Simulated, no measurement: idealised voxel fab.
process module | voxel double patterning
The cross-section on display is named cut; it measures 265 nm wide, and its cells are 5 nm squares.
Cross-section spec: square-cell grid; bands listed top down; each band is one or more rows. It is stipulated that each band's entry specify, in nanometres, the height of the top of the band and then that of its bottom, followed by the materials of the band in left-to-right sequence, each together with its width in nanometres. A single material marked by the word "throughout" is understood to fill the band from edge to edge; the word "blank" is understood to denote empty space. Heads up on the height convention: 0 is the point under which the incoming wafer is all one material, and the lowest band has no bottom, it just keeps going down, like "0 nm and below". The notation "30 to 40" denotes a width that varies across the rows of cells in the band, beginning at the first number in the top row, finishing at the second number in the bottom row, and changing by an identical amount from each row to the next. Where a step carries "no modification", the cross-section came out of it unchanged, cell for cell. If an empty space has no open way to the top and is at least 8 cells in size, "Sealed void listing" lists it, written width x height at distance, where distance is measured from the left edge and every value is in nm. Formally, on a step line, whatever follows the settings is a remark that the simulator itself makes on the step. overlay nm: mask right of planned place by this much (step with mask). Neg. = left.

[The process steps that were planned are listed below]
1 RECEIVE [material Si]
2 CONFORMAL_DEP [material SiO2] [thk nm 5]
3 DIRECTIONAL_DEP [material W] [thk nm 15]
4 DIRECTIONAL_DEP [material SiCN] [thk nm 10]
5 MASKED_ETCH [tone open] [mask id FIRST] [width nm 15] [pitch nm 50] [etch materials SiCN] [depth nm 10] [overlay nm 0]
6 MASKED_ETCH [tone open] [mask id SECOND] [width nm 15] [etch materials SiCN] [depth nm 10] [overlay nm 0]
7 DIRECTIONAL_ETCH [etch materials W] [depth nm 15]
8 STRIP [etch materials SiCN]

[Wafer as received: cross-section following step 1]
	0 nm and below  Si throughout
	Sealed void listing: none

[Wafer at module end, in section. Began as above, planned as above, run with one mistake]
	20 nm to 15 nm  SiO2 throughout
	15 nm to 0 nm  W throughout
	0 nm and below  Si throughout
	Sealed void listing: none
In executing the process, a mistake was made relative to the plan: step 3 occupied the plan position of step 2, and the converse holds as well
